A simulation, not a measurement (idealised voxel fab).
The process module that follows is named voxel ribs on slabs.
The figure presents cross-section cut, which has a width of 205 nm and is divided into square cells with an edge length of 5 nm.
Just so we're on the same page, the cross-sections are grids of square cells, and they're listed out in bands top to bottom, each band one or more rows deep.
Read a band's entry like this: the first values are the height of its top and the height of its bottom in nm, and what follows is the sequence of materials from left to right, each with its width in nm. Note that "blank" is empty space, and that a single material marked "edge to edge" reaches across the band from edge to edge.
Convention: height 0 is the level below which the wafer, as received, is all one material. The lowest band does not terminate at the bottom but continues downward, represented as "z 0 and below".
Think of "30..40" as a width that walks from the first number to the second as you go down the band, top row to bottom row, taking equal-sized steps from row to row.
"remains unaltered", as given for a step, is the statement that not any cell of the cross-section underwent a change during that step.
Listed in "Enclosed void entries": every empty space of 8 or more cells without an open way to the top. Form: width x height at distance, the distance being from the left edge, all in nm.
Where a step's line continues beyond its settings, the continuation is a remark by the simulator itself on that step.
overlay nm: how far to the right of its planned place the mask lay on this masked step (negative: to the left).
### Intended process steps
1. RECEIVE: material Si
2. DIRECTIONAL_DEP: material SiO2, thk nm 30
3. DIRECTIONAL_DEP: material polySi, thk nm 25
4. MASKED_ETCH: tone cover, mask id RIB, width nm 30, etch materials polySi, depth nm 5, overlay nm 0
5. DIRECTIONAL_DEP: material aC, thk nm 15
6. PATTERN: tone cover, mask id SLAB, material resist, width nm 70, thk nm 35, overlay nm 0
7. DIRECTIONAL_ETCH: etch materials aC, depth nm 15
8. STRIP: etch materials resist
9. DIRECTIONAL_ETCH: etch materials polySi, depth nm 20
10. STRIP: etch materials aC
11. FILL_DEP: material SiO2, thk nm 25
12. CMP: height nm 70
13. DIRECTIONAL_DEP: material W, thk nm 10
14. MASKED_ETCH: tone cover, mask id HEATER, width nm 40, etch materials W, depth nm 10, overlay nm 0
15. CONFORMAL_DEP: material SiN, thk nm 5
### Cross-section of the wafer as it came to us, i.e., already through step 1
z 0 and below: Si edge to edge
Enclosed void entries: none
### Post-module cross-section of the first of two wafers (run per plan)
z 85 to 80: blank 75 | SiN 50 | blank 80
z 80 to 75: blank 75 | SiN 5 | W 40 | SiN 5 | blank 80
z 75 to 70: SiN 80 | W 40 | SiN 85
z 70 to 55: SiO2 edge to edge
z 55 to 50: SiO2 85 | polySi 30 | SiO2 90
z 50 to 30: SiO2 65 | polySi 70 | SiO2 70
z 30 to 0: SiO2 edge to edge
z 0 and below: Si edge to edge
Enclosed void entries: none
### So this is wafer number two of the two, cut at the end of the module - it started where the first did and had the same plan, we just got one thing wrong running it
z 85 to 80: blank 80 | SiN 50 | blank 75
z 80 to 75: blank 80 | SiN 5 | W 40 | SiN 5 | blank 75
z 75 to 70: SiN 85 | W 40 | SiN 80
z 70 to 55: SiO2 edge to edge
z 55 to 50: SiO2 85 | polySi 30 | SiO2 90
z 50 to 30: SiO2 65 | polySi 70 | SiO2 70
z 30 to 0: SiO2 edge to edge
z 0 and below: Si edge to edge
Enclosed void entries: none
Deviation noted in wafer processing: step 14 deviated from plan and actually ran as MASKED_ETCH: tone cover, mask id HEATER, width nm 40, etch materials W, depth nm 10, overlay nm 5
at the end the second wafer has, in cells: as many of each material as the first, in other places
